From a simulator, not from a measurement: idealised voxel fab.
process module | voxel ribs on slabs
cross-section cut | 270 nm wide | cells 5 nm
A cross-section is a grid of square cells, given in bands from the top down. A band is one or more rows of cells.
Each band's line starts with the height of the band's top and of its bottom, in nm. Then come its materials from left to right, each with its width in nm. One material with "throughout" fills the band from edge to edge. "air" is empty space.
Height 0 is the level under which the wafer as received is all one material. The lowest band goes on downwards, as in "0 down".
A width such as "30 to 40" changes by the same amount from each row of cells to the next, from the band's top row to its bottom row.
"no change" after a step means that no cell of the cross-section changed.
closed voids: empty space of 8 cells or more with no open way to the top, each as width x height at its distance from the left edge, in nm
after a step's settings: what the simulator itself notes on the step
overlay nm, on a step with a mask: how far to the right of its planned place the mask lay; to the left if negative
plan
1 op RECEIVE | material Si
2 op DIRECTIONAL_DEP | material SiO2 | thk nm 25
3 op DIRECTIONAL_DEP | material SiN | thk nm 20
4 op PATTERN | tone cover | mask id RIB | material resist | width nm 30 | thk nm 15 | overlay nm 0
5 op DIRECTIONAL_ETCH | etch materials SiN | depth nm 15
6 op STRIP | etch materials resist
7 op MASKED_ETCH | tone cover | mask id SLAB | width nm 80 | etch materials SiN | depth nm 5 | overlay nm 0
8 op FILL_DEP | material SiO2 | thk nm 25
9 op CMP | height nm 65
10 op DIRECTIONAL_DEP | material TiN | thk nm 5
11 op DIRECTIONAL_DEP | material aC | thk nm 15
12 op PATTERN | tone cover | mask id HEATER | material resist | width nm 40 | thk nm 35 | overlay nm 0
13 op DIRECTIONAL_ETCH | etch materials aC | depth nm 15
14 op STRIP | etch materials resist
15 op DIRECTIONAL_ETCH | etch materials TiN | depth nm 5
16 op STRIP | etch materials aC
17 op CONFORMAL_DEP | material SiO2 | thk nm 10
as received, after step 1
  0 down: Si throughout
  closed voids: none
first wafer at the end, as planned
  80 to 75: air 105 | SiO2 60 | air 105
  75 to 70: SiO2 throughout
  70 to 65: SiO2 115 | TiN 40 | SiO2 115
  65 to 45: SiO2 throughout
  45 to 30: SiO2 120 | SiN 30 | SiO2 120
  30 to 25: SiO2 95 | SiN 80 | SiO2 95
  25 to 0: SiO2 throughout
  0 down: Si throughout
  closed voids: none
second wafer at the end: like start, like plan, one mistake
  80 to 75: air 105 | SiO2 60 | air 105
  75 to 70: SiO2 throughout
  70 to 65: SiO2 115 | TiN 40 | SiO2 115
  65 to 45: SiO2 throughout
  45 to 30: SiO2 125 | SiN 25 | SiO2 120
  30 to 25: SiO2 95 | SiN 80 | SiO2 95
  25 to 0: SiO2 throughout
  0 down: Si throughout
  closed voids: none
what went wrong: step 4 ran as: op PATTERN | tone cover | mask id RIB | material resist | width nm 25 | thk nm 15 | overlay nm 0
at the end the second wafer has, in cells: 3 fewer of SiN | 3 more of SiO2
